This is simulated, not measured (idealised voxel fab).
This is a process module. Its name is voxel released beams.
Square cells of 5 nm make up the cross-section cut, whose width is 285 nm.
Heads up, the way a cross-section reads in here is a grid of square cells, handed over as bands from the top down, with every band being one or more rows of cells.
A band entry consists of two parts. The first gives the height of the band's top and the height of its bottom, in nm. The rest lists the band's materials from left to right, each with its width in nm. A single material labelled with the word "edge to edge" fills the band from edge to edge, and the word "empty" marks empty space.
Heads up on the height convention: 0 is the point under which the incoming wafer is all one material, and the lowest band has no bottom, it just keeps going down, like "0..down".
You'd read "30 to 40" like this: the band's top row of cells is as wide as the first number, its bottom row is as wide as the second, and going down, every row changes width by the same amount as the row before did.
Any step labelled "no change" changed none of the cells in the cross-section.
The entry "Enclosed voids" lists the empty spaces that cover at least 8 cells and have no open path to the top. Each is written as width x height at distance, where the distance is measured from the left edge and all three values are in nm.
If you see something after the settings on a step's line, that's the simulator's own remark about that step.
What "overlay nm" on a step's line means: if the step has a mask, that mask lay this far to the right of its planned place, or, when the value is negative, to the left.

THIS SECTION LISTS THE PROCESS STEPS THAT WERE PLANNED
1 RECEIVE (material Si)
2 CONFORMAL_DEP (material Al2O3; thk nm 5)
3 DIRECTIONAL_DEP (material SiO2; thk nm 20)
4 PATTERN (tone open; mask id ANCHOR; material resist; width nm 35; thk nm 15; overlay nm 0)
5 DIRECTIONAL_ETCH (etch materials SiO2; depth nm 20)
6 STRIP (etch materials resist)
7 CONFORMAL_DEP (material W; thk nm 15)
8 MASKED_ETCH (tone cover; mask id BEAM; width nm 95; etch materials W; depth nm 15; overlay nm 0)
9 STRIP (etch materials SiO2)

WAFER AS RECEIVED: CROSS-SECTION FOLLOWING STEP 1
> 0..down  Si edge to edge
> Enclosed voids: none

POST-MODULE CROSS-SECTION OF THE FIRST OF TWO WAFERS (RUN PER PLAN)
> 40..25  empty (90) / W (20) / empty (5) / W (70) / empty (100)
> 25..20  empty (95) / W (15) / empty (5) / W (15) / empty (155)
> 20..5  empty (95) / W (35) / empty (155)
> 5..0  Al2O3 edge to edge
> 0..down  Si edge to edge
> Enclosed voids: none

WAFER TWO (OF TWO), END-OF-MODULE CROSS-SECTION: START = WAFER ONE, PLAN = WAFER ONE, ONE RUN MISTAKE
> 55..40  empty (90) / W (95) / empty (100)
> 40..25  W edge to edge
> 25..5  SiO2 (95) / W (35) / SiO2 (155)
> 5..0  Al2O3 edge to edge
> 0..down  Si edge to edge
> Enclosed voids: none
Want to know what went wrong? step 7 of the plan was executed twice over
Final wafer comparison in cells, second versus first, more or fewer per material: +200 SiO2 | +175 W
